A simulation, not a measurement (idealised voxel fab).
Herein follows the process module entitled voxel released beams.
Section shown: cut. Width: 250 nm. Cell size: 5 nm, square.
For the purposes of this document, a cross-section shall be understood as a grid of square cells, specified as bands listed in top-to-bottom order, each band consisting of one or more rows of cells.
Heads up on the band format: heights come first, top then bottom, in nm. After that it's the materials left to right, each with its width in nm. A single material flagged "edge to edge" fills the whole band edge to edge, and "blank" means there's empty space there.
Beneath 0, the wafer as received is one material, and that level is where height counting begins. The lowest band goes on downward without a bottom; it is written like "top 0, no bottom".
Note: "30 to 40" means the width goes from the first number (top row of the band) to the second number (bottom row) in equal steps per row of cells.
Where the words "remains unaltered" appear for a step, the cross-section shows no cell changed by that step; every cell remained as before.
Sealed void inventory: empty space of 8 cells or more with no open way to the top, each as width x height at its distance from the left edge, in nm
Text after the settings on a step's line: the simulator's own remark on that step.
"overlay nm", when on a step's line for a step with a mask, measures how far to the right of its planned place the mask lay; a negative measure means to the left.

## Here's what the planned process steps look like
1,RECEIVE (material Si)
2,CONFORMAL_DEP (material Al2O3; thk nm 10)
3,DIRECTIONAL_DEP (material SiO2; thk nm 15)
4,MASKED_ETCH (tone open; mask id ANCHOR; width nm 25; etch materials SiO2; depth nm 15; overlay nm 0)
5,CONFORMAL_DEP (material W; thk nm 10)
6,DIRECTIONAL_DEP (material aC; thk nm 15)
7,PATTERN (tone cover; mask id BEAM; material resist; width nm 110; thk nm 30; overlay nm 0)
8,DIRECTIONAL_ETCH (etch materials aC; depth nm 15)
9,STRIP (etch materials resist)
10,DIRECTIONAL_ETCH (etch materials W; depth nm 10)
11,STRIP (etch materials aC)
12,STRIP (etch materials SiO2)

## The following pertains to the first of two wafers, which was processed as planned

## Wafer as received: cross-section following step 1
  top 0, no bottom  Si edge to edge
  Sealed void inventory: none

## Upon completion of step 2, the wafer appears in cross-section as shown
  top 10, bottom 0  Al2O3 edge to edge
  Below 0 it's all the same as before, nothing changed down there.

## Upon completion of step 3, the wafer appears in cross-section as shown
  top 25, bottom 10  SiO2 edge to edge
  Below 10 it's all the same as before, nothing changed down there.

## Upon completion of step 4, the wafer appears in cross-section as shown
  top 25, bottom 10  70 of SiO2 | 25 of blank | 155 of SiO2
  Below 10 it's all the same as before, nothing changed down there.

## Upon completion of step 5, the wafer appears in cross-section as shown
  top 35, bottom 25  80 of W | 5 of blank | 165 of W
  top 25, bottom 20  70 of SiO2 | 10 of W | 5 of blank | 10 of W | 155 of SiO2
  top 20, bottom 10  70 of SiO2 | 25 of W | 155 of SiO2
  Below 10 it's all the same as before, nothing changed down there.

## Upon completion of step 6, the wafer appears in cross-section as shown
  top 50, bottom 35  80 of aC | 5 of blank | 165 of aC
  top 35, bottom 25  80 of W | 5 of aC | 165 of W
  top 25, bottom 20  70 of SiO2 | 10 of W | 5 of aC | 10 of W | 155 of SiO2
  Below 20 it's all the same as before, nothing changed down there.

## Upon completion of step 7, the wafer appears in cross-section as shown
  top 80, bottom 50  65 of blank | 110 of resist | 75 of blank
  top 50, bottom 35  80 of aC | 5 of resist | 165 of aC
  Below 35 it's all the same as before, nothing changed down there.

## Upon completion of step 8, the wafer appears in cross-section as shown
  top 65, bottom 50  65 of blank | 110 of resist | 75 of blank
  top 50, bottom 35  65 of blank | 15 of aC | 5 of resist | 90 of aC | 75 of blank
  Below 35 it's all the same as before, nothing changed down there.

## Upon completion of step 9, the wafer appears in cross-section as shown
  top 50, bottom 35  65 of blank | 15 of aC | 5 of blank | 90 of aC | 75 of blank
  Below 35 it's all the same as before, nothing changed down there.

## Upon completion of step 10, the wafer appears in cross-section as shown
  top 50, bottom 35  65 of blank | 15 of aC | 5 of blank | 90 of aC | 75 of blank
  top 35, bottom 25  65 of blank | 15 of W | 5 of aC | 90 of W | 75 of blank
  Below 25 it's all the same as before, nothing changed down there.

## Upon completion of step 11, the wafer appears in cross-section as shown
  top 35, bottom 25  65 of blank | 15 of W | 5 of blank | 90 of W | 75 of blank
  top 25, bottom 20  70 of SiO2 | 10 of W | 5 of blank | 10 of W | 155 of SiO2
  Below 20 it's all the same as before, nothing changed down there.

## Upon completion of step 12, the wafer appears in cross-section as shown
  top 35, bottom 25  65 of blank | 15 of W | 5 of blank | 90 of W | 75 of blank
  top 25, bottom 20  70 of blank | 10 of W | 5 of blank | 10 of W | 155 of blank
  top 20, bottom 10  70 of blank | 25 of W | 155 of blank
  Below 10 it's all the same as before, nothing changed down there.

## Companion wafer, the second of two: same beginning, same intended sequence, one mistake in carrying it out; through step 3 inclusive it tracks the first exactly

## Second wafer, sectioned view, at step 4's planned end time
  top 25, bottom 10  70 of blank | 25 of SiO2 | 155 of blank
  Below 10 it's all the same as before, nothing changed down there.

## Second wafer, sectioned view, at step 5's planned end time
  top 35, bottom 25  60 of blank | 45 of W | 145 of blank
  top 25, bottom 20  60 of blank | 10 of W | 25 of SiO2 | 10 of W | 145 of blank
  top 20, bottom 10  70 of W | 25 of SiO2 | 155 of W
  Below 10 it's all the same as before, nothing changed down there.

## Second wafer, sectioned view, at step 6's planned end time
  top 50, bottom 35  60 of blank | 45 of aC | 145 of blank
  top 35, bottom 25  60 of aC | 45 of W | 145 of aC
  top 25, bottom 20  60 of aC | 10 of W | 25 of SiO2 | 10 of W | 145 of aC
  Below 20 it's all the same as before, nothing changed down there.

## Second wafer, sectioned view, at step 7's planned end time
  top 80, bottom 50  65 of blank | 110 of resist | 75 of blank
  top 50, bottom 35  60 of blank | 45 of aC | 70 of resist | 75 of blank
  Below 35 it's all the same as before, nothing changed down there.

## Second wafer, sectioned view, at step 8's planned end time
  top 65, bottom 50  65 of blank | 110 of resist | 75 of blank
  top 50, bottom 35  65 of blank | 40 of aC | 70 of resist | 75 of blank
  top 35, bottom 25  60 of blank | 45 of W | 70 of aC | 75 of blank
  top 25, bottom 20  60 of blank | 10 of W | 25 of SiO2 | 10 of W | 70 of aC | 75 of blank
  Below 20 it's all the same as before, nothing changed down there.

## Second wafer, sectioned view, at step 9's planned end time
  top 50, bottom 35  65 of blank | 40 of aC | 145 of blank
  Below 35 it's all the same as before, nothing changed down there.

## Second wafer, sectioned view, at step 10's planned end time
  top 50, bottom 35  65 of blank | 40 of aC | 145 of blank
  top 35, bottom 25  65 of blank | 40 of W | 70 of aC | 75 of blank
  top 25, bottom 20  60 of blank | 10 of W | 25 of SiO2 | 10 of W | 70 of aC | 75 of blank
  top 20, bottom 10  60 of blank | 10 of W | 25 of SiO2 | 80 of W | 75 of blank
  Below 10 it's all the same as before, nothing changed down there.

## Second wafer, sectioned view, at step 11's planned end time
  top 35, bottom 25  65 of blank | 40 of W | 145 of blank
  top 25, bottom 20  60 of blank | 10 of W | 25 of SiO2 | 10 of W | 145 of blank
  Below 20 it's all the same as before, nothing changed down there.

Second wafer, sectioned view, at step 12's planned end time: remains unaltered
Plan not followed: step 4 ran differently from the plan; actual operation with settings: MASKED_ETCH (tone cover; mask id ANCHOR; width nm 25; etch materials SiO2; depth nm 15; overlay nm 0)
Looking at both finished wafers in cells, the second ends up ahead of or behind the first on some materials: SiO2: 15 more
